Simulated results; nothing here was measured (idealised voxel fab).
The following is a process module called voxel wiring stack.
300 nm wide, 5 nm square cells: that's cross-section cut.
How to read a cross-section here: the picture is a grid of square cells, written as bands going from the top down, and any band can span one or more rows of cells. Top height, bottom height, nm. Materials left to right, width each, nm. Single material + "all across" = fills band edge to edge. "air" = empty. Convention: height 0 is the level below which the wafer, as received, is all one material. The lowest band does not terminate at the bottom but continues downward, represented as "0 nm and below". You'd read "30..40" like this: the band's top row of cells is as wide as the first number, its bottom row is as wide as the second, and going down, every row changes width by the same amount as the row before did. "left unchanged" means the step left every cell of the cross-section as it was. Voids not open to the top, 8 cells minimum: see "Enclosed void entries". Written width x height at distance; distance is from the left edge; nm. What comes after the settings on a step's line is commentary from the simulator itself on that step. You can add "overlay nm" to a step's line. For a step with a mask, it describes how far the mask lay to the right of its planned position, and a negative number describes a lay to the left. For the reader: what remains of this document is a series of pairs, each showing a cross-section before one process step and a cross-section after that step which reaches down only to the lowest band that changed, with the step between them and its settings set out under the pair. It should not be assumed that a pair continues from the pair above it; the pairs can come from different runs of this module on the same starting wafer, and such continuity exists only where the entry headed "Status before step" says so.
Status before step
105 nm to 85 nm = 80 of SiO2  30 of air  25 of SiO2  30 of air  25 of SiO2  30 of air  80 of SiO2
85 nm to 75 nm = 80 of SiO2  15 of air  40 of SiO2  15 of air  40 of SiO2  15 of air  95 of SiO2
75 nm to 70 nm = SiCN all across
70 nm to 55 nm = 80 of lowk  5 of TiN  20 of Cu  5 of TiN  25 of lowk  5 of TiN  20 of Cu  5 of TiN  25 of lowk  5 of TiN  20 of Cu  5 of TiN  80 of lowk
55 nm to 50 nm = 80 of lowk  5 of TiN  5 of Cu  20 of TiN  25 of lowk  5 of TiN  5 of Cu  20 of TiN  25 of lowk  5 of TiN  5 of Cu  20 of TiN  80 of lowk
50 nm to 40 nm = 80 of lowk  5 of TiN  5 of Cu  5 of TiN  40 of lowk  5 of TiN  5 of Cu  5 of TiN  40 of lowk  5 of TiN  5 of Cu  5 of TiN  95 of lowk
40 nm to 35 nm = 80 of SiCN  15 of TiN  40 of SiCN  15 of TiN  40 of SiCN  15 of TiN  95 of SiCN
35 nm to 20 nm = 80 of SiO2  5 of TiN  20 of Ru  5 of TiN  25 of SiO2  5 of TiN  20 of Ru  5 of TiN  25 of SiO2  5 of TiN  20 of Ru  5 of TiN  80 of SiO2
20 nm to 15 nm = 80 of SiN  30 of TiN  25 of SiN  30 of TiN  25 of SiN  30 of TiN  80 of SiN
15 nm to 0 nm = SiO2 all across
0 nm and below = Si all across
Enclosed void entries: none
Sectional Result
105 nm to 80 nm = 80 of SiO2  30 of air  25 of SiO2  30 of air  25 of SiO2  30 of air  80 of SiO2
Under the height 80 nothing was changed.
Enclosed void entries: none
Going from one cross-section above to the next, the wafer undergoes MASKED_ETCH with tone open, mask id METAL_3, width nm 30, pitch nm 55, etch materials SiO2, depth nm 5, overlay nm 0
Status before step: per the after cross-section of the pair just above.
Sectional Result
110 nm to 105 nm = 85 of TiN  20 of air  35 of TiN  20 of air  35 of TiN  20 of air  85 of TiN
105 nm to 85 nm = 80 of SiO2  5 of TiN  20 of air  5 of TiN  25 of SiO2  5 of TiN  20 of air  5 of TiN  25 of SiO2  5 of TiN  20 of air  5 of TiN  80 of SiO2
85 nm to 80 nm = 80 of SiO2  5 of TiN  5 of air  20 of TiN  25 of SiO2  5 of TiN  5 of air  20 of TiN  25 of SiO2  5 of TiN  5 of air  20 of TiN  80 of SiO2
80 nm to 75 nm = 80 of SiO2  15 of TiN  40 of SiO2  15 of TiN  40 of SiO2  15 of TiN  95 of SiO2
Under the height 75 nothing was changed.
Enclosed void entries: none
Going from one cross-section above to the next, the wafer undergoes CONFORMAL_DEP with material TiN, thk nm 5
Status before step: per the after cross-section of the pair just above.
Sectional Result
115 nm to 110 nm = Cu all across
110 nm to 105 nm = 85 of TiN  20 of Cu  35 of TiN  20 of Cu  35 of TiN  20 of Cu  85 of TiN
105 nm to 85 nm = 80 of SiO2  5 of TiN  20 of Cu  5 of TiN  25 of SiO2  5 of TiN  20 of Cu  5 of TiN  25 of SiO2  5 of TiN  20 of Cu  5 of TiN  80 of SiO2
85 nm to 80 nm = 80 of SiO2  5 of TiN  5 of Cu  20 of TiN  25 of SiO2  5 of TiN  5 of Cu  20 of TiN  25 of SiO2  5 of TiN  5 of Cu  20 of TiN  80 of SiO2
Under the height 80 nothing was changed.
Enclosed void entries: none
Going from one cross-section above to the next, the wafer undergoes FILL_DEP with material Cu, thk nm 5
Status before step: per the after cross-section of the pair just above.
Sectional Result
105 nm to 85 nm = 80 of SiO2  5 of TiN  20 of Cu  5 of TiN  25 of SiO2  5 of TiN  20 of Cu  5 of TiN  25 of SiO2  5 of TiN  20 of Cu  5 of TiN  80 of SiO2
Under the height 85 nothing was changed.
Enclosed void entries: none
Going from one cross-section above to the next, the wafer undergoes CMP with height nm 105
Status before step: per the after cross-section of the pair just above.
Sectional Result
110 nm to 105 nm = SiCN all across
Under the height 105 nothing was changed.
Enclosed void entries: none
Going from one cross-section above to the next, the wafer undergoes CONFORMAL_DEP with material SiCN, thk nm 5
Status before step: per the after cross-section of the pair just above.
Sectional Result
140 nm to 110 nm = lowk all across
Under the height 110 nothing was changed.
Enclosed void entries: none
Going from one cross-section above to the next, the wafer undergoes DIRECTIONAL_DEP with material lowk, thk nm 30
Status before step: per the after cross-section of the pair just above.
Sectional Result
140 nm to 110 nm = 80 of lowk  15 of air  40 of lowk  15 of air  40 of lowk  15 of air  95 of lowk
Under the height 110 nothing was changed.
Enclosed void entries: none
Going from one cross-section above to the next, the wafer undergoes MASKED_ETCH with tone open, mask id METAL_4_HOLES, width nm 15, pitch nm 55, etch materials lowk, depth nm 30, overlay nm 0
Status before step: per the after cross-section of the pair just above.
Sectional Result
150 nm to 140 nm = 80 of aC  15 of air  40 of aC  15 of air  40 of aC  15 of air  95 of aC
140 nm to 120 nm = 80 of lowk  15 of air  40 of lowk  15 of air  40 of lowk  15 of air  95 of lowk
120 nm to 110 nm = 80 of lowk  15 of aC  40 of lowk  15 of aC  40 of lowk  15 of aC  95 of lowk
Under the height 110 nothing was changed.
Enclosed void entries: none
Going from one cross-section above to the next, the wafer undergoes DIRECTIONAL_DEP with material aC, thk nm 10
Status before step: per the after cross-section of the pair just above.
Sectional Result
180 nm to 150 nm = 80 of resist  30 of air  25 of resist  30 of air  25 of resist  30 of air  80 of resist
Under the height 150 nothing was changed.
Enclosed void entries: none
Going from one cross-section above to the next, the wafer undergoes PATTERN with tone open, mask id METAL_4, material resist, width nm 30, pitch nm 55, thk nm 30, overlay nm 0
Status before step: per the after cross-section of the pair just above.
Sectional Result
170 nm to 150 nm = 80 of resist  30 of air  25 of resist  30 of air  25 of resist  30 of air  80 of resist
150 nm to 140 nm = 80 of aC  30 of air  25 of aC  30 of air  25 of aC  30 of air  80 of aC
140 nm to 110 nm = 80 of lowk  15 of air  40 of lowk  15 of air  40 of lowk  15 of air  95 of lowk
Under the height 110 nothing was changed.
Enclosed void entries: none
Going from one cross-section above to the next, the wafer undergoes DIRECTIONAL_ETCH with etch materials aC, depth nm 10
Status before step: per the after cross-section of the pair just above.
Sectional Result
150 nm to 140 nm = 80 of aC  30 of air  25 of aC  30 of air  25 of aC  30 of air  80 of aC
Under the height 140 nothing was changed.
Enclosed void entries: none
Going from one cross-section above to the next, the wafer undergoes STRIP with etch materials resist
Status before step: per the after cross-section of the pair just above.
Sectional Result
150 nm to 140 nm = 80 of aC  30 of air  25 of aC  30 of air  25 of aC  30 of air  80 of aC
140 nm to 120 nm = 80 of lowk  30 of air  25 of lowk  30 of air  25 of lowk  30 of air  80 of lowk
Under the height 120 nothing was changed.
Enclosed void entries: none
Going from one cross-section above to the next, the wafer undergoes DIRECTIONAL_ETCH with etch materials lowk, depth nm 20
Status before step: per the after cross-section of the pair just above.
Sectional Result
150 nm to 140 nm = 80 of aC  30 of air  25 of aC  30 of air  25 of aC  30 of air  80 of aC
140 nm to 120 nm = 80 of lowk  30 of air  25 of lowk  30 of air  25 of lowk  30 of air  80 of lowk
120 nm to 110 nm = 80 of lowk  15 of air  40 of lowk  15 of air  40 of lowk  15 of air  95 of lowk
110 nm to 105 nm = 80 of SiCN  15 of air  40 of SiCN  15 of air  40 of SiCN  15 of air  95 of SiCN
Under the height 105 nothing was changed.
Enclosed void entries: none
Going from one cross-section above to the next, the wafer undergoes DIRECTIONAL_ETCH with etch materials SiCN, depth nm 5
Status before step: per the after cross-section of the pair just above.
Sectional Result
140 nm to 120 nm = 80 of lowk  30 of air  25 of lowk  30 of air  25 of lowk  30 of air  80 of lowk
Under the height 120 nothing was changed.
Enclosed void entries: none
Going from one cross-section above to the next, the wafer undergoes STRIP with etch materials aC
Status before step: per the after cross-section of the pair just above.
Sectional Result
145 nm to 140 nm = 85 of TiN  20 of air  35 of TiN  20 of air  35 of TiN  20 of air  85 of TiN
140 nm to 125 nm = 80 of lowk  5 of TiN  20 of air  5 of TiN  25 of lowk  5 of TiN  20 of air  5 of TiN  25 of lowk  5 of TiN  20 of air  5 of TiN  80 of lowk
125 nm to 120 nm = 80 of lowk  5 of TiN  5 of air  20 of TiN  25 of lowk  5 of TiN  5 of air  20 of TiN  25 of lowk  5 of TiN  5 of air  20 of TiN  80 of lowk
120 nm to 110 nm = 80 of lowk  5 of TiN  5 of air  5 of TiN  40 of lowk  5 of TiN  5 of air  5 of TiN  40 of lowk  5 of TiN  5 of air  5 of TiN  95 of lowk
110 nm to 105 nm = 80 of SiCN  15 of TiN  40 of SiCN  15 of TiN  40 of SiCN  15 of TiN  95 of SiCN
Under the height 105 nothing was changed.
Enclosed void entries: none
Going from one cross-section above to the next, the wafer undergoes CONFORMAL_DEP with material TiN, thk nm 5
Status before step: per the after cross-section of the pair just above.
Sectional Result
150 nm to 145 nm = Cu all across
145 nm to 140 nm = 85 of TiN  20 of Cu  35 of TiN  20 of Cu  35 of TiN  20 of Cu  85 of TiN
140 nm to 125 nm = 80 of lowk  5 of TiN  20 of Cu  5 of TiN  25 of lowk  5 of TiN  20 of Cu  5 of TiN  25 of lowk  5 of TiN  20 of Cu  5 of TiN  80 of lowk
125 nm to 120 nm = 80 of lowk  5 of TiN  5 of Cu  20 of TiN  25 of lowk  5 of TiN  5 of Cu  20 of TiN  25 of lowk  5 of TiN  5 of Cu  20 of TiN  80 of lowk
120 nm to 110 nm = 80 of lowk  5 of TiN  5 of Cu  5 of TiN  40 of lowk  5 of TiN  5 of Cu  5 of TiN  40 of lowk  5 of TiN  5 of Cu  5 of TiN  95 of lowk
Under the height 110 nothing was changed.
Enclosed void entries: none
Going from one cross-section above to the next, the wafer undergoes FILL_DEP with material Cu, thk nm 5
Status before step: per the after cross-section of the pair just above.
Sectional Result
140 nm to 125 nm = 80 of lowk  5 of TiN  20 of Cu  5 of TiN  25 of lowk  5 of TiN  20 of Cu  5 of TiN  25 of lowk  5 of TiN  20 of Cu  5 of TiN  80 of lowk
Under the height 125 nothing was changed.
Enclosed void entries: none
Going from one cross-section above to the next, the wafer undergoes CMP with height nm 140
Status before step: per the after cross-section of the pair just above.
Sectional Result
145 nm to 140 nm = SiN all across
Under the height 140 nothing was changed.
Enclosed void entries: none
Going from one cross-section above to the next, the wafer undergoes CONFORMAL_DEP with material SiN, thk nm 5
Status before step
150 nm to 140 nm = 80 of aC  15 of air  40 of aC  15 of air  40 of aC  15 of air  95 of aC
140 nm to 120 nm = 80 of lowk  15 of air  40 of lowk  15 of air  40 of lowk  15 of air  95 of lowk
120 nm to 110 nm = 80 of lowk  15 of aC  40 of lowk  15 of aC  40 of lowk  15 of aC  95 of lowk
110 nm to 105 nm = SiCN all across
105 nm to 90 nm = 80 of SiO2  5 of TiN  20 of Cu  5 of TiN  25 of SiO2  5 of TiN  20 of Cu  5 of TiN  25 of SiO2  5 of TiN  20 of Cu  5 of TiN  80 of SiO2
90 nm to 85 nm = 80 of SiO2  5 of TiN  5 of Cu  20 of TiN  25 of SiO2  5 of TiN  5 of Cu  20 of TiN  25 of SiO2  5 of TiN  5 of Cu  20 of TiN  80 of SiO2
85 nm to 75 nm = 80 of SiO2  5 of TiN  5 of Cu  5 of TiN  40 of SiO2  5 of TiN  5 of Cu  5 of TiN  40 of SiO2  5 of TiN  5 of Cu  5 of TiN  95 of SiO2
75 nm to 70 nm = 80 of SiCN  15 of TiN  40 of SiCN  15 of TiN  40 of SiCN  15 of TiN  95 of SiCN
70 nm to 55 nm = 80 of lowk  5 of TiN  20 of Cu  5 of TiN  25 of lowk  5 of TiN  20 of Cu  5 of TiN  25 of lowk  5 of TiN  20 of Cu  5 of TiN  80 of lowk
55 nm to 50 nm = 80 of lowk  5 of TiN  5 of Cu  20 of TiN  25 of lowk  5 of TiN  5 of Cu  20 of TiN  25 of lowk  5 of TiN  5 of Cu  20 of TiN  80 of lowk
50 nm to 40 nm = 80 of lowk  5 of TiN  5 of Cu  5 of TiN  40 of lowk  5 of TiN  5 of Cu  5 of TiN  40 of lowk  5 of TiN  5 of Cu  5 of TiN  95 of lowk
40 nm to 35 nm = 80 of SiCN  15 of TiN  40 of SiCN  15 of TiN  40 of SiCN  15 of TiN  95 of SiCN
35 nm to 20 nm = 80 of SiO2  5 of TiN  20 of Ru  5 of TiN  25 of SiO2  5 of TiN  20 of Ru  5 of TiN  25 of SiO2  5 of TiN  20 of Ru  5 of TiN  80 of SiO2
20 nm to 15 nm = 80 of SiN  30 of TiN  25 of SiN  30 of TiN  25 of SiN  30 of TiN  80 of SiN
15 nm to 0 nm = SiO2 all across
0 nm and below = Si all across
Enclosed void entries: none
Sectional Result
180 nm to 150 nm = 80 of air  30 of resist  25 of air  30 of resist  25 of air  30 of resist  80 of air
150 nm to 140 nm = 80 of aC  15 of resist  40 of aC  15 of resist  40 of aC  15 of resist  95 of aC
140 nm to 120 nm = 80 of lowk  15 of resist  40 of lowk  15 of resist  40 of lowk  15 of resist  95 of lowk
Under the height 120 nothing was changed.
Enclosed void entries: none
Going from one cross-section above to the next, the wafer undergoes PATTERN with tone cover, mask id METAL_4, material resist, width nm 30, pitch nm 55, thk nm 30, overlay nm 0
Status before step: per the after cross-section of the pair just above.
Sectional Result
170 nm to 150 nm = 80 of air  30 of resist  25 of air  30 of resist  25 of air  30 of resist  80 of air
150 nm to 140 nm = 80 of air  15 of resist  15 of aC  25 of air  15 of resist  15 of aC  25 of air  15 of resist  15 of aC  80 of air
Under the height 140 nothing was changed.
Enclosed void entries: none
Going from one cross-section above to the next, the wafer undergoes DIRECTIONAL_ETCH with etch materials aC, depth nm 10
Status before step: per the after cross-section of the pair just above.
Sectional Result
150 nm to 140 nm = 95 of air  15 of aC  40 of air  15 of aC  40 of air  15 of aC  80 of air
140 nm to 120 nm = 80 of lowk  15 of air  40 of lowk  15 of air  40 of lowk  15 of air  95 of lowk
Under the height 120 nothing was changed.
Enclosed void entries: none
Going from one cross-section above to the next, the wafer undergoes STRIP with etch materials resist
Status before step: per the after cross-section of the pair just above.
Sectional Result
150 nm to 140 nm = 95 of air  15 of aC  40 of air  15 of aC  40 of air  15 of aC  80 of air
140 nm to 120 nm = 95 of air  15 of lowk  40 of air  15 of lowk  40 of air  15 of lowk  80 of air
Under the height 120 nothing was changed.
Enclosed void entries: none
Going from one cross-section above to the next, the wafer undergoes DIRECTIONAL_ETCH with etch materials lowk, depth nm 20
Status before step: per the after cross-section of the pair just above.
Sectional Result
140 nm to 120 nm = 95 of air  15 of lowk  40 of air  15 of lowk  40 of air  15 of lowk  80 of air
120 nm to 110 nm = 80 of lowk  15 of air  40 of lowk  15 of air  40 of lowk  15 of air  95 of lowk
Under the height 110 nothing was changed.
Enclosed void entries: none
Going from one cross-section above to the next, the wafer undergoes STRIP with etch materials aC
Status before step: per the after cross-section of the pair just above.
Sectional Result
145 nm to 140 nm = 90 of air  25 of TiN  30 of air  25 of TiN  30 of air  25 of TiN  75 of air
140 nm to 125 nm = 90 of air  5 of TiN  15 of lowk  5 of TiN  30 of air  5 of TiN  15 of lowk  5 of TiN  30 of air  5 of TiN  15 of lowk  5 of TiN  75 of air
125 nm to 120 nm = 85 of TiN  5 of air  5 of TiN  15 of lowk  30 of TiN  5 of air  5 of TiN  15 of lowk  30 of TiN  5 of air  5 of TiN  15 of lowk  80 of TiN
120 nm to 115 nm = 80 of lowk  5 of TiN  5 of air  5 of TiN  40 of lowk  5 of TiN  5 of air  5 of TiN  40 of lowk  5 of TiN  5 of air  5 of TiN  95 of lowk
115 nm to 110 nm = 80 of lowk  15 of TiN  40 of lowk  15 of TiN  40 of lowk  15 of TiN  95 of lowk
Under the height 110 nothing was changed.
Enclosed void entries: none
Going from one cross-section above to the next, the wafer undergoes CONFORMAL_DEP with material TiN, thk nm 5
Status before step: per the after cross-section of the pair just above.
Sectional Result
150 nm to 145 nm = Cu all across
145 nm to 140 nm = 90 of Cu  25 of TiN  30 of Cu  25 of TiN  30 of Cu  25 of TiN  75 of Cu
140 nm to 125 nm = 90 of Cu  5 of TiN  15 of lowk  5 of TiN  30 of Cu  5 of TiN  15 of lowk  5 of TiN  30 of Cu  5 of TiN  15 of lowk  5 of TiN  75 of Cu
125 nm to 120 nm = 85 of TiN  5 of Cu  5 of TiN  15 of lowk  30 of TiN  5 of Cu  5 of TiN  15 of lowk  30 of TiN  5 of Cu  5 of TiN  15 of lowk  80 of TiN
120 nm to 115 nm = 80 of lowk  5 of TiN  5 of Cu  5 of TiN  40 of lowk  5 of TiN  5 of Cu  5 of TiN  40 of lowk  5 of TiN  5 of Cu  5 of TiN  95 of lowk
Under the height 115 nothing was changed.
Enclosed void entries: none
Going from one cross-section above to the next, the wafer undergoes FILL_DEP with material Cu, thk nm 5
Status before step: per the after cross-section of the pair just above.
Sectional Result
140 nm to 125 nm = 90 of Cu  5 of TiN  15 of lowk  5 of TiN  30 of Cu  5 of TiN  15 of lowk  5 of TiN  30 of Cu  5 of TiN  15 of lowk  5 of TiN  75 of Cu
Under the height 125 nothing was changed.
Enclosed void entries: none
Going from one cross-section above to the next, the wafer undergoes CMP with height nm 140
Status before step: per the after cross-section of the pair just above.
Sectional Result
145 nm to 140 nm = SiN all across
Under the height 140 nothing was changed.
Enclosed void entries: none
Going from one cross-section above to the next, the wafer undergoes CONFORMAL_DEP with material SiN, thk nm 5
